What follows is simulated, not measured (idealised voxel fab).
The process module presented herein is designated voxel self aligned vias.
Displayed cross-section: cut, width of 175 nm, square cells sized 5 nm.
This document writes a cross-section as a grid whose cells are square, and gives it as bands, listed from the top down; one or more rows of cells form a band.
In this notation a band is specified by the heights of its top and bottom, in that order and in nm, after which its materials appear from left to right, each paired with its width in nm. The word "throughout" attached to a single material means that material fills the band from edge to edge; the word "empty" stands for empty space.
Zero point of the height axis is 0; under it, received wafer = one material. Lowest band: continues down indefinitely, "from 0 down".
The two numbers in a width such as "30 to 40" mark its ends across the band: the first belongs to the top row of cells, the second to the bottom row, and from each row to the next the width moves by the same amount.
Step note "stayed the same" = no cross-section cell changed.
For the entry "Sealed-off cavities", the listed items are empty spaces with no open way to the top whose size is 8 cells or more; each item follows the pattern width x height at distance, where distance is from the left edge and all three are in nm.
Formally, on a step line, whatever follows the settings is a remark that the simulator itself makes on the step.
A step line may carry the setting "overlay nm", which, for steps involving a mask, states the distance by which the mask lay to the right of its intended position; negative values denote displacement to the left.
Steps in the process plan:
1: RECEIVE [material Si]
2: CONFORMAL_DEP [material SiO2] [thk nm 15]
3: CONFORMAL_DEP [material SiCN] [thk nm 5]
4: DIRECTIONAL_DEP [material lowk] [thk nm 20]
5: MASKED_ETCH [tone open] [mask id LINES] [width nm 30] [pitch nm 70] [etch materials lowk] [depth nm 20] [overlay nm 0]
6: CONFORMAL_DEP [material TiN] [thk nm 5]
7: FILL_DEP [material Ru] [thk nm 10]
8: CMP [height nm 40]
9: SELECTIVE_ETCH [etch materials W Ru TiN] [depth nm 5]
10: FILL_DEP [material SiN] [thk nm 10]
11: CMP [height nm 40]
12: DIRECTIONAL_DEP [material lowk] [thk nm 20]
13: DIRECTIONAL_DEP [material aC] [thk nm 15]
14: PATTERN [tone open] [mask id VIAS] [material resist] [width nm 40] [pitch nm 70] [thk nm 30] [overlay nm -15]
15: DIRECTIONAL_ETCH [etch materials aC] [depth nm 15]
16: STRIP [etch materials resist]
17: DIRECTIONAL_ETCH [etch materials lowk] [depth nm 20]
18: DIRECTIONAL_ETCH [etch materials SiN] [depth nm 5]
19: STRIP [etch materials aC]
20: CONFORMAL_DEP [material TiN] [thk nm 5]
21: FILL_DEP [material Ru] [thk nm 10]
22: CMP [height nm 60]
23: CONFORMAL_DEP [material SiCN] [thk nm 5]
The plan's step 14 overlay nm is the first wafer's value; the wafers differ in this setting and start identical.
Received condition of the first of several wafers, sectioned: post-step 1:
from 0 down: Si throughout
Sealed-off cavities: none
first wafer at the end, after step 23:
from 65 to 60: SiCN throughout
from 60 to 45: lowk (15); TiN (5); Ru (30); TiN (5); lowk (30); TiN (5); Ru (30); TiN (5); lowk (50)
from 45 to 40: lowk (15); TiN (25); Ru (10); TiN (5); lowk (30); TiN (25); Ru (10); TiN (5); lowk (50)
from 40 to 35: lowk (35); TiN (20); SiN (10); lowk (40); TiN (20); SiN (10); lowk (40)
from 35 to 25: lowk (35); TiN (5); Ru (20); TiN (5); lowk (40); TiN (5); Ru (20); TiN (5); lowk (40)
from 25 to 20: lowk (35); TiN (30); lowk (40); TiN (30); lowk (40)
from 20 to 15: SiCN throughout
from 15 to 0: SiO2 throughout
from 0 down: Si throughout
Sealed-off cavities: none
Cross-section at module completion, last wafer:
from 65 to 60: SiCN throughout
from 60 to 45: lowk (45); TiN (5); Ru (30); TiN (5); lowk (30); TiN (5); Ru (30); TiN (5); lowk (20)
from 45 to 40: lowk (45); TiN (5); Ru (10); TiN (25); lowk (30); TiN (5); Ru (10); TiN (25); lowk (20)
from 40 to 35: lowk (35); SiN (10); TiN (20); lowk (40); SiN (10); TiN (20); lowk (40)
from 35 to 25: lowk (35); TiN (5); Ru (20); TiN (5); lowk (40); TiN (5); Ru (20); TiN (5); lowk (40)
from 25 to 20: lowk (35); TiN (30); lowk (40); TiN (30); lowk (40)
from 20 to 15: SiCN throughout
from 15 to 0: SiO2 throughout
from 0 down: Si throughout
Sealed-off cavities: none
Here is how to read the rows: every wafer has a row, and it shows the wafer at the end of the module, giving for each material how many cells were gained (+) or lost (-) since the wafer was received, then listing its closed voids:
overlay nm -15, +56 Ru, +70 SiCN, +4 SiN, +105 SiO2, +52 TiN, +168 lowk, Sealed-off cavities: none
overlay nm -10, +58 Ru, +70 SiCN, +2 SiN, +105 SiO2, +52 TiN, +168 lowk, Sealed-off cavities: none
overlay nm -5, +60 Ru, +70 SiCN, +105 SiO2, +52 TiN, +168 lowk, Sealed-off cavities: none
overlay nm 0, +60 Ru, +70 SiCN, +105 SiO2, +52 TiN, +168 lowk, Sealed-off cavities: none
overlay nm 5, +60 Ru, +70 SiCN, +105 SiO2, +52 TiN, +168 lowk, Sealed-off cavities: none
overlay nm 10, +58 Ru, +70 SiCN, +2 SiN, +105 SiO2, +52 TiN, +168 lowk, Sealed-off cavities: none
overlay nm 15, +56 Ru, +70 SiCN, +4 SiN, +105 SiO2, +52 TiN, +168 lowk, Sealed-off cavities: none
